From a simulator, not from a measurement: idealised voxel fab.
A process module follows: voxel lift off.
We display cut, a cross-section 295 nm in width whose square cells are each 5 nm.
Cross-section = grid of square cells, listed top down in bands; band = one or more rows.
Band: top height; bottom height; in nm. Then, left to right: material with width in nm, for each material. "throughout": a single material spanning edge to edge. "blank": empty space.
Convention: height 0 is the level below which the wafer, as received, is all one material. The lowest band does not terminate at the bottom but continues downward, represented as "0 and below".
So if you see something like "30 to 40" for the width, read it as the top row of the band sitting at the first number and the bottom row at the second, with every row in between moving by the same amount as the last.
Reading "changes: none" for a step: not a cell of the cross-section changed in it.
You'll see "Completely sealed voids" listing empty spaces that have no way open to the top, as long as they're 8 cells or more; the notation is width x height at distance, where the distance is from the left edge, and all of it is in nm.
On a step's line, text after the settings is the simulator commenting on that step.
The "overlay nm" setting may appear on a step's line; for a step that uses a mask, it gives how far to the right of its planned position the mask lay, and a negative value indicates the left.
These are the steps we planned for the process
1) RECEIVE [material Si]
2) CONFORMAL_DEP [material SiO2] [thk nm 15]
3) PATTERN [tone open] [mask id LINES] [material resist] [width nm 15] [pitch nm 35] [thk nm 25] [overlay nm -15]
4) DIRECTIONAL_DEP [material Ru] [thk nm 15]
5) STRIP [etch materials resist]
6) CONFORMAL_DEP [material SiN] [thk nm 5]
Don't read the plan's overlay nm for step 3 as applying to every wafer: that's the first wafer's value, and the wafers differ in it, though they all start identical.
The first of several wafers in cross-section, exactly as it reached us after step 1
  0 and below: Si throughout
  Completely sealed voids: none
Module end state after final step 6: cross-section of the first of several wafers
  35 down to 30: 65 nm blank  25 nm SiN  10 nm blank  25 nm SiN  10 nm blank  25 nm SiN  10 nm blank  25 nm SiN  100 nm blank
  30 down to 20: 65 nm blank  5 nm SiN  15 nm Ru  5 nm SiN  10 nm blank  5 nm SiN  15 nm Ru  5 nm SiN  10 nm blank  5 nm SiN  15 nm Ru  5 nm SiN  10 nm blank  5 nm SiN  15 nm Ru  5 nm SiN  100 nm blank
  20 down to 15: 70 nm SiN  15 nm Ru  20 nm SiN  15 nm Ru  20 nm SiN  15 nm Ru  20 nm SiN  15 nm Ru  105 nm SiN
  15 down to 0: SiO2 throughout
  0 and below: Si throughout
  Completely sealed voids: none
Cross-section, module end, final of several wafers
  35 down to 30: 95 nm blank  25 nm SiN  10 nm blank  25 nm SiN  10 nm blank  25 nm SiN  10 nm blank  25 nm SiN  70 nm blank
  30 down to 20: 95 nm blank  5 nm SiN  15 nm Ru  5 nm SiN  10 nm blank  5 nm SiN  15 nm Ru  5 nm SiN  10 nm blank  5 nm SiN  15 nm Ru  5 nm SiN  10 nm blank  5 nm SiN  15 nm Ru  5 nm SiN  70 nm blank
  20 down to 15: 100 nm SiN  15 nm Ru  20 nm SiN  15 nm Ru  20 nm SiN  15 nm Ru  20 nm SiN  15 nm Ru  75 nm SiN
  15 down to 0: SiO2 throughout
  0 and below: Si throughout
  Completely sealed voids: none
Table: wafers, a row each; end-of-module cell change per material since receipt, gain (+), loss (-); then closed voids
overlay nm -15, +36 Ru, +83 SiN, +177 SiO2, Completely sealed voids: none
overlay nm -10, +36 Ru, +83 SiN, +177 SiO2, Completely sealed voids: none
overlay nm -5, +36 Ru, +83 SiN, +177 SiO2, Completely sealed voids: none
overlay nm 0, +36 Ru, +83 SiN, +177 SiO2, Completely sealed voids: none
overlay nm 5, +36 Ru, +83 SiN, +177 SiO2, Completely sealed voids: none
overlay nm 10, +36 Ru, +83 SiN, +177 SiO2, Completely sealed voids: none
overlay nm 15, +36 Ru, +83 SiN, +177 SiO2, Completely sealed voids: none
